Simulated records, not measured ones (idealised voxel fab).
Process module heading - voxel gate over fins
For reference, the cross-section in this document is cut, with width 255 nm and square cells of 5 nm.
This document writes a cross-section as a grid whose cells are square, and gives it as bands, listed from the top down; one or more rows of cells form a band. Heights first: top, then bottom, in nm. Then materials, left to right, each with a width in nm. "edge to edge" on a single material: fills the band edge to edge. "empty": empty space. Height reference: 0 = level under which incoming wafer is all one material. Lowest band: no bottom, runs on downward, e.g. "0 -> down". Top row gets the first number, bottom row gets the second, and each row in between changes by the same step: that is how a band width like "30 to 40" works. Reading "changes: none" for a step: not a cell of the cross-section changed in it. Reported under the label "Completely sealed voids" are the empty spaces having no open way to the top and comprising 8 cells or more; the notation for each is width x height at distance, in which the distance is measured from the left edge and all three values are in nm. On a step's line, text after the settings is the simulator commenting on that step. A step's line can hold "overlay nm"; with a mask on that step, the setting says how far right of the planned place the mask lay, while a negative setting says it lay to the left.

## The following list gives the planned process steps
step 1: RECEIVE | material Si
step 2: CONFORMAL_DEP | material SiN | thk nm 5
step 3: MASKED_ETCH | tone cover | mask id FINS | width nm 15 | pitch nm 50 | etch materials SiN | depth nm 5 | overlay nm 0
step 4: MASKED_ETCH | tone cover | mask id FINS | width nm 15 | pitch nm 50 | etch materials Si | depth nm 30 | overlay nm -15
step 5: FILL_DEP | material SiO2 | thk nm 10
step 6: CMP | height nm 5
step 7: MASKED_ETCH | tone open | mask id RAIL | width nm 15 | etch materials SiO2 | depth nm 30 | overlay nm 0
step 8: CONFORMAL_DEP | material TiN | thk nm 5
step 9: FILL_DEP | material Ru | thk nm 5
step 10: CMP | height nm 5
step 11: SELECTIVE_ETCH | etch materials W Ru TiN | depth nm 20
step 12: FILL_DEP | material SiO2 | thk nm 5
step 13: CMP | height nm 5
step 14: SELECTIVE_ETCH | etch materials SiO2 | depth nm 15
step 15: STRIP | etch materials SiN
step 16: CONFORMAL_DEP | material HfO2 | thk nm 5
step 17: CONFORMAL_DEP | material TiN | thk nm 5
step 18: CONFORMAL_DEP | material TiAl | thk nm 5
step 19: CONFORMAL_DEP | material TiN | thk nm 5
step 20: FILL_DEP | material W | thk nm 10
step 21: CMP | height nm 25
step 22: CONFORMAL_DEP | material SiCN | thk nm 5
Wafers differ in overlay nm at step 4; plan lists the first wafer's value; identical starting state.

## Cross-section of the first of several received wafers, showing its state after step 1
0 -> down  Si edge to edge
Completely sealed voids: none

## Cross-section of the first of several wafers, taken after step 22, where the module ends
30 -> 25  SiCN edge to edge
25 -> 20  W edge to edge
20 -> 15  35 of W; 170 of TiN; 50 of W
15 -> 10  35 of W; 5 of TiN; 160 of TiAl; 5 of TiN; 50 of W
10 -> 5  40 of TiN; 5 of TiAl; 150 of TiN; 5 of TiAl; 55 of TiN
5 -> 0  45 of TiAl; 5 of TiN; 40 of HfO2; 10 of TiN; 40 of HfO2; 10 of TiN; 40 of HfO2; 5 of TiN; 60 of TiAl
0 -> -5  50 of TiN; 5 of HfO2; 30 of Si; 5 of HfO2; 10 of TiN; 5 of HfO2; 30 of Si; 5 of HfO2; 10 of TiN; 5 of HfO2; 30 of Si; 5 of HfO2; 65 of TiN
-5 -> -10  55 of HfO2; 30 of Si; 20 of HfO2; 30 of Si; 20 of HfO2; 30 of Si; 70 of HfO2
-10 -> -15  55 of SiO2; 30 of Si; 20 of SiO2; 30 of Si; 20 of SiO2; 30 of Si; 70 of SiO2
-15 -> -25  55 of SiO2; 30 of Si; 10 of SiO2; 10 of TiN; 30 of Si; 20 of SiO2; 30 of Si; 70 of SiO2
-25 -> -30  55 of SiO2; 30 of Si; 20 of SiO2; 30 of Si; 20 of SiO2; 30 of Si; 70 of SiO2
-30 -> down  Si edge to edge
Completely sealed voids: none

## Cross-sectional view of the final wafer of several at the module's end
30 -> 25  SiCN edge to edge
25 -> 20  W edge to edge
20 -> 15  50 of W; 170 of TiN; 35 of W
15 -> 10  50 of W; 5 of TiN; 160 of TiAl; 5 of TiN; 35 of W
10 -> 5  55 of TiN; 5 of TiAl; 150 of TiN; 5 of TiAl; 40 of TiN
5 -> 0  60 of TiAl; 5 of TiN; 40 of HfO2; 10 of TiN; 40 of HfO2; 10 of TiN; 40 of HfO2; 5 of TiN; 45 of TiAl
0 -> -5  65 of TiN; 5 of HfO2; 30 of Si; 5 of HfO2; 10 of TiN; 5 of HfO2; 30 of Si; 5 of HfO2; 10 of TiN; 5 of HfO2; 30 of Si; 5 of HfO2; 50 of TiN
-5 -> -10  70 of HfO2; 30 of Si; 20 of HfO2; 30 of Si; 20 of HfO2; 30 of Si; 55 of HfO2
-10 -> -15  70 of SiO2; 30 of Si; 20 of SiO2; 30 of Si; 20 of SiO2; 30 of Si; 55 of SiO2
-15 -> -25  70 of SiO2; 30 of Si; 10 of TiN; 10 of SiO2; 30 of Si; 20 of SiO2; 30 of Si; 55 of SiO2
-25 -> -30  70 of SiO2; 30 of Si; 20 of SiO2; 30 of Si; 20 of SiO2; 30 of Si; 55 of SiO2
-30 -> down  Si edge to edge
Completely sealed voids: none

## Below, a row for every wafer. Read it as the end-of-module picture: for each material the wafer shows its cells gained (+) or lost (-) since it was received, and then its closed voids
overlay nm -15; +63 HfO2; -198 Si; +51 SiCN; +128 SiO2; +55 TiAl; +122 TiN; +85 W; Completely sealed voids: none
overlay nm -10; +63 HfO2; +1 Ru; -216 Si; +51 SiCN; +138 SiO2; +59 TiAl; +123 TiN; +87 W; Completely sealed voids: none
overlay nm -5; +63 HfO2; +1 Ru; -234 Si; +51 SiCN; +150 SiO2; +63 TiAl; +123 TiN; +89 W; Completely sealed voids: none
overlay nm 0; +63 HfO2; +1 Ru; -252 Si; +51 SiCN; +162 SiO2; +63 TiAl; +127 TiN; +91 W; Completely sealed voids: none
overlay nm 5; +63 HfO2; +1 Ru; -234 Si; +51 SiCN; +150 SiO2; +63 TiAl; +123 TiN; +89 W; Completely sealed voids: none
overlay nm 10; +63 HfO2; +1 Ru; -216 Si; +51 SiCN; +138 SiO2; +59 TiAl; +123 TiN; +87 W; Completely sealed voids: none
overlay nm 15; +63 HfO2; -198 Si; +51 SiCN; +128 SiO2; +55 TiAl; +122 TiN; +85 W; Completely sealed voids: none
